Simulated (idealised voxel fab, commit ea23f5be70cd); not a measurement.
Module name: voxel transistor to metal (process module)
For reference, the cross-section in this document is cut, with width 150 nm and square cells of 5 nm.
Cross-section layout: square cells on a grid; listed as bands, top to bottom; a band spans one or more cell rows. Top, bottom (nm), then materials left to right with widths (nm); lone material tagged "edge to edge" fills the whole band edge to edge; "empty" = empty space. Height is counted from the level 0, under which the received wafer is composed throughout of one material. The lowest of the bands is not closed at the bottom but continues downward, in the notation "0 nm and below". Note: "30->40" means the width goes from the first number (top row of the band) to the second number (bottom row) in equal steps per row of cells. Where a step carries "no change occurred", the cross-section came out of it unchanged, cell for cell. "Closed-off voids" specifies each empty space that is not open to the top and that occupies no fewer than 8 cells, using the form width x height at distance, the distance measured from the left edge and all three quantities in nm. Read whatever lies past the settings on a step's line as the simulator's own remark about the step. overlay nm: mask right of planned place by this much (step with mask). Neg. = left.

### Process steps - plan
1 RECEIVE,material Si
2 CONFORMAL_DEP,material SiO2,thk nm 5
3 CONFORMAL_DEP,material SiN,thk nm 10
4 PATTERN,tone cover,mask id ACTIVE,material resist,width nm 90,thk nm 15,overlay nm 0
5 DIRECTIONAL_ETCH,etch materials SiN,depth nm 10
6 DIRECTIONAL_ETCH,etch materials SiO2,depth nm 5
7 DIRECTIONAL_ETCH,etch materials Si,depth nm 30
8 STRIP,etch materials resist
9 FILL_DEP,material SiO2,thk nm 5
10 CMP,height nm 15
11 SELECTIVE_ETCH,etch materials SiO2,depth nm 5
12 STRIP,etch materials SiN
13 SELECTIVE_ETCH,etch materials SiO2,depth nm 5
14 OXIDIZE,depth nm 5
15 DIRECTIONAL_DEP,material polySi,thk nm 30
16 DIRECTIONAL_DEP,material SiCN,thk nm 15
17 DIRECTIONAL_DEP,material aC,thk nm 15
18 PATTERN,tone cover,mask id GATE,material resist,width nm 20,thk nm 35,overlay nm 0
19 DIRECTIONAL_ETCH,etch materials aC,depth nm 15
20 STRIP,etch materials resist
21 DIRECTIONAL_ETCH,etch materials SiCN,depth nm 25
22 DIRECTIONAL_ETCH,etch materials polySi,depth nm 40
23 STRIP,etch materials aC
24 CONFORMAL_DEP,material SiN,thk nm 5
25 DIRECTIONAL_ETCH,etch materials SiN,depth nm 5
26 DIRECTIONAL_ETCH,etch materials SiO2,depth nm 5
27 DIRECTIONAL_ETCH,etch materials Si,depth nm 10
28 EPI,material SiGe,thk nm 15
29 FILL_DEP,material SiO2,thk nm 10
30 CMP,height nm 45
31 DIRECTIONAL_DEP,material SiO2,thk nm 15
32 DIRECTIONAL_DEP,material aC,thk nm 15
33 PATTERN,tone open,mask id CONTACT,material resist,width nm 15,pitch nm 65,thk nm 35,overlay nm 0
34 DIRECTIONAL_ETCH,etch materials aC,depth nm 15
35 STRIP,etch materials resist
36 DIRECTIONAL_ETCH,etch materials SiO2,depth nm 60
37 STRIP,etch materials aC
38 CONFORMAL_DEP,material TiN,thk nm 5
39 FILL_DEP,material Ru,thk nm 5
40 CMP,height nm 60
41 CONFORMAL_DEP,material SiN,thk nm 5
42 DIRECTIONAL_DEP,material SiO2,thk nm 25
43 MASKED_ETCH,tone open,mask id METAL_1,width nm 15,pitch nm 65,etch materials SiO2,depth nm 25,overlay nm 0
44 MASKED_ETCH,tone open,mask id METAL_1,width nm 15,pitch nm 65,etch materials SiN,depth nm 5,overlay nm 0
45 CONFORMAL_DEP,material TiN,thk nm 5
46 FILL_DEP,material Ru,thk nm 5
47 CMP,height nm 90
48 CONFORMAL_DEP,material SiCN,thk nm 5

### Received-state cross-section, reflecting completion of step 1
    0 nm and below | Si edge to edge
    Closed-off voids: none

### Cross-section: first of two wafers, module finished, run according to plan
    95 nm to 90 nm | SiCN edge to edge
    90 nm to 65 nm | 35 nm SiO2, 5 nm TiN, 5 nm Ru, 5 nm TiN, 50 nm SiO2, 5 nm TiN, 5 nm Ru, 5 nm TiN, 35 nm SiO2
    65 nm to 60 nm | 35 nm SiN, 15 nm TiN, 50 nm SiN, 15 nm TiN, 35 nm SiN
    60 nm to 45 nm | 35 nm SiO2, 5 nm TiN, 5 nm Ru, 5 nm TiN, 50 nm SiO2, 5 nm TiN, 5 nm Ru, 5 nm TiN, 35 nm SiO2
    45 nm to 30 nm | 35 nm SiO2, 5 nm TiN, 5 nm Ru, 5 nm TiN, 10 nm SiO2, 5 nm SiN, 20 nm SiCN, 5 nm SiN, 10 nm SiO2, 5 nm TiN, 5 nm Ru, 5 nm TiN, 35 nm SiO2
    30 nm to 15 nm | 35 nm SiO2, 5 nm TiN, 5 nm Ru, 5 nm TiN, 10 nm SiO2, 5 nm SiN, 20 nm polySi, 5 nm SiN, 10 nm SiO2, 5 nm TiN, 5 nm Ru, 5 nm TiN, 35 nm SiO2
    15 nm to 10 nm | 35 nm SiO2, 15 nm TiN, 10 nm SiO2, 5 nm SiN, 20 nm polySi, 5 nm SiN, 10 nm SiO2, 15 nm TiN, 35 nm SiO2
    10 nm to 5 nm | 35 nm SiO2, 10 nm TiN, 15 nm SiGe, 5 nm SiN, 20 nm polySi, 5 nm SiN, 15 nm SiGe, 10 nm TiN, 35 nm SiO2
    5 nm to 0 nm | 25 nm SiO2, 5 nm SiN, 5 nm SiO2, 10 nm TiN, 15 nm SiGe, 5 nm SiN, 20 nm polySi, 5 nm SiN, 15 nm SiGe, 10 nm TiN, 5 nm SiO2, 5 nm SiN, 25 nm SiO2
    0 nm to -5 nm | 30 nm SiO2, 30 nm SiGe, 30 nm SiO2, 30 nm SiGe, 30 nm SiO2
    -5 nm to -15 nm | 30 nm SiO2, 30 nm SiGe, 30 nm Si, 30 nm SiGe, 30 nm SiO2
    -15 nm to -30 nm | 30 nm SiO2, 90 nm Si, 30 nm SiO2
    -30 nm and below | Si edge to edge
    Closed-off voids: none

### End of module, second wafer, cross-section. Started like the first, planned like the first, run with one mistake
    95 nm to 90 nm | SiCN edge to edge
    90 nm to 65 nm | 35 nm SiO2, 5 nm TiN, 5 nm Ru, 5 nm TiN, 50 nm SiO2, 5 nm TiN, 5 nm Ru, 5 nm TiN, 35 nm SiO2
    65 nm to 60 nm | 35 nm SiN, 15 nm TiN, 50 nm SiN, 15 nm TiN, 35 nm SiN
    60 nm to 45 nm | 35 nm SiO2, 5 nm TiN, 5 nm Ru, 5 nm TiN, 50 nm SiO2, 5 nm TiN, 5 nm Ru, 5 nm TiN, 35 nm SiO2
    45 nm to 35 nm | 35 nm SiO2, 5 nm TiN, 5 nm Ru, 5 nm TiN, 10 nm SiO2, 5 nm SiN, 20 nm SiCN, 5 nm SiN, 10 nm SiO2, 5 nm TiN, 5 nm Ru, 5 nm TiN, 35 nm SiO2
    35 nm to 20 nm | 35 nm SiO2, 5 nm TiN, 5 nm Ru, 5 nm TiN, 10 nm SiO2, 5 nm SiN, 20 nm polySi, 5 nm SiN, 10 nm SiO2, 5 nm TiN, 5 nm Ru, 5 nm TiN, 35 nm SiO2
    20 nm to 15 nm | 35 nm SiO2, 15 nm TiN, 10 nm SiO2, 5 nm SiN, 20 nm polySi, 5 nm SiN, 10 nm SiO2, 15 nm TiN, 35 nm SiO2
    15 nm to 5 nm | 35 nm SiO2, 10 nm TiN, 15 nm SiGe, 5 nm SiN, 20 nm polySi, 5 nm SiN, 15 nm SiGe, 10 nm TiN, 35 nm SiO2
    5 nm to 0 nm | 25 nm SiO2, 35 nm SiGe, 30 nm SiO2, 35 nm SiGe, 25 nm SiO2
    0 nm to -10 nm | 30 nm SiO2, 30 nm SiGe, 30 nm Si, 30 nm SiGe, 30 nm SiO2
    -10 nm to -30 nm | 30 nm SiO2, 90 nm Si, 30 nm SiO2
    -30 nm and below | Si edge to edge
    Closed-off voids: none
Error vs. plan: it was found that steps 12 and 13 of the process plan had been performed in exchanged positions
Upon completion, the second wafer contains, in terms of cells, a greater or smaller amount of certain materials than the first wafer: 2 fewer of Ru | 18 more of Si | 4 fewer of SiCN | 2 more of SiGe | 4 fewer of SiN | 6 fewer of SiO2 | 4 fewer of TiN
